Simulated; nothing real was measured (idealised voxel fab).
The following is a process module called voxel released beams.
Square cell edge 5 nm, section width 245 nm, ID cut.
A cross-section in this document is a grid of square cells, and it is written down as bands, the top band listed before the ones below it; a band is made up of one or more rows of cells.
Top, bottom (nm), then materials left to right with widths (nm); lone material tagged "full width" fills the whole band edge to edge; "blank" = empty space.
Beneath 0, the wafer as received is one material, and that level is where height counting begins. The lowest band goes on downward without a bottom; it is written like "0..down".
Width: "30..40" (first number = top row, second number = bottom row, same change from row to row of cells).
Any step labelled "no change occurred" changed none of the cells in the cross-section.
"Unvented voids": empty spaces of 8 cells or more with no open way to the top, each given as width x height at distance, distance from the left edge, all in nm.
Note: text after step settings on the step line = simulator remark on that step.
Steps that use a mask can have "overlay nm" on their line. It says how far the mask sat to the right of where it was meant to be. Negative means to the left.

# These are the steps we planned for the process
1) RECEIVE [material Si]
2) CONFORMAL_DEP [material Al2O3] [thk nm 5]
3) DIRECTIONAL_DEP [material SiO2] [thk nm 15]
4) DIRECTIONAL_DEP [material aC] [thk nm 10]
5) PATTERN [tone open] [mask id ANCHOR] [material resist] [width nm 25] [thk nm 30] [overlay nm 0]
6) DIRECTIONAL_ETCH [etch materials aC] [depth nm 10]
7) STRIP [etch materials resist]
8) DIRECTIONAL_ETCH [etch materials SiO2] [depth nm 15]
9) STRIP [etch materials aC]
10) CONFORMAL_DEP [material polySi] [thk nm 10]
11) DIRECTIONAL_DEP [material aC] [thk nm 15]
12) PATTERN [tone cover] [mask id BEAM] [material resist] [width nm 80] [thk nm 30] [overlay nm 0]
13) DIRECTIONAL_ETCH [etch materials aC] [depth nm 15]
14) STRIP [etch materials resist]
15) DIRECTIONAL_ETCH [etch materials polySi] [depth nm 10]
16) STRIP [etch materials aC]
17) STRIP [etch materials SiO2]

# As-received wafer cross-section (after step 1)
	0..down | Si full width
	Unvented voids: none

# Cross-sectional result after module completion. Note: starting condition and plan are unchanged from above; one processing mistake was made
	30..20 | blank (80); polySi (40); blank (125)
	20..15 | blank (75); polySi (10); SiO2 (25); polySi (10); blank (125)
	15..5 | blank (75); polySi (10); SiO2 (25); polySi (50); blank (85)
	5..0 | Al2O3 full width
	0..down | Si full width
	Unvented voids: none
Run error: the process deviated at step 5: the operation and settings actually run there were PATTERN [tone cover] [mask id ANCHOR] [material resist] [width nm 25] [thk nm 30] [overlay nm 0]
